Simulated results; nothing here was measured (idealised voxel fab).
You're looking at the process module voxel capacitor over wiring.
Xsec cut, 300 nm wide, square cell size 5 nm.
How to read a cross-section here: the picture is a grid of square cells, written as bands going from the top down, and any band can span one or more rows of cells.
Look at the band entry: it leads with the top's height and the bottom's height in nm. Then it lists the materials left to right, with a width in nm for each. The word "everywhere" on a single material says that material fills the band edge to edge. The word "blank" is empty space.
A quick word on heights: they are counted from 0, and under that level the wafer as it came to us is one material throughout. The lowest band is different from the rest in having no bottom; it simply continues downward, written as in "0 down".
Top row gets the first number, bottom row gets the second, and each row in between changes by the same step: that is how a band width like "30..40" works.
Where a step carries "no modifications", the cross-section came out of it unchanged, cell for cell.
Basically, "Closed empty spaces" tells you about the enclosed voids: empty spaces with no open way to the top, 8 cells or bigger, each written width x height at distance, where distance is from the left edge, all in nm.
after a step's settings: what the simulator itself notes on the step
overlay nm: right-of-plan distance of the mask on a masked step; negative values mean left-of-plan.
[These are the steps we planned for the process]
1) RECEIVE with material Si
2) CONFORMAL_DEP with material SiO2, thk nm 10
3) CONFORMAL_DEP with material SiN, thk nm 5
4) DIRECTIONAL_DEP with material SiO2, thk nm 15
5) PATTERN with tone open, mask id METAL_1, material resist, width nm 25, pitch nm 90, thk nm 20, overlay nm 0
6) DIRECTIONAL_ETCH with etch materials SiO2, depth nm 15
7) DIRECTIONAL_ETCH with etch materials SiN, depth nm 5
8) STRIP with etch materials resist
9) CONFORMAL_DEP with material TiN, thk nm 5
10) FILL_DEP with material Cu, thk nm 5
11) CMP with height nm 30
12) CONFORMAL_DEP with material SiCN, thk nm 5
13) DIRECTIONAL_DEP with material lowk, thk nm 10
14) MASKED_ETCH with tone open, mask id PLUG_1, width nm 15, etch materials lowk, depth nm 10, overlay nm 0
15) MASKED_ETCH with tone open, mask id PLUG_1, width nm 15, etch materials SiCN, depth nm 5, overlay nm 0
16) EPI with material Ru, thk nm 10
17) EPI with material Ru, thk nm 5
18) DIRECTIONAL_DEP with material TiN, thk nm 5
19) DIRECTIONAL_DEP with material HfO2, thk nm 5
20) DIRECTIONAL_DEP with material TiN, thk nm 5
21) PATTERN with tone cover, mask id UPPER_PLATE, material resist, width nm 70, thk nm 15, overlay nm 0
22) DIRECTIONAL_ETCH with etch materials TiN, depth nm 5
23) DIRECTIONAL_ETCH with etch materials HfO2, depth nm 5
24) STRIP with etch materials resist
25) MASKED_ETCH with tone cover, mask id LOWER_PLATE, width nm 80, etch materials TiN, depth nm 5, overlay nm 0
26) FILL_DEP with material SiO2, thk nm 20
27) CMP with height nm 75
28) MASKED_ETCH with tone open, mask id PLUG_2, width nm 15, etch materials SiO2, depth nm 15, overlay nm 0
29) CONFORMAL_DEP with material TiN, thk nm 5
30) FILL_DEP with material Cu, thk nm 5
31) CMP with height nm 75
32) CONFORMAL_DEP with material SiN, thk nm 5
[Wafer as received: cross-section following step 1]
	0 down: Si everywhere
	Closed empty spaces: none
[This is how the wafer looks in cross-section once the module is done, given the starting state and plan above and one mistake in carrying the plan out]
	80 to 75: SiN everywhere
	75 to 65: SiO2: 110 / TiN: 5 / Cu: 5 / TiN: 5 / SiO2: 175
	65 to 55: SiO2: 110..100 / TiN: 15..70 / SiO2: 175..130
	55 to 50: SiO2: 100 / HfO2: 70 / SiO2: 130
	50 to 45: SiO2: 100 / TiN: 80 / SiO2: 120
	45 to 35: lowk: 100 / Ru: 15 / lowk: 185
	35 to 30: SiCN: 100 / Ru: 15 / SiCN: 185
	30 to 15: SiO2: 90 / TiN: 5 / Cu: 15 / TiN: 5 / SiO2: 65 / TiN: 5 / Cu: 15 / TiN: 5 / SiO2: 95
	15 to 10: SiN: 90 / TiN: 25 / SiN: 65 / TiN: 25 / SiN: 95
	10 to 0: SiO2 everywhere
	0 down: Si everywhere
	Closed empty spaces: none
Deviation noted in wafer processing: for step 25, the planned setting was not used; the step was instead run as MASKED_ETCH with tone cover, mask id LOWER_PLATE, width nm 80, etch materials TiN, depth nm 5, overlay nm 5
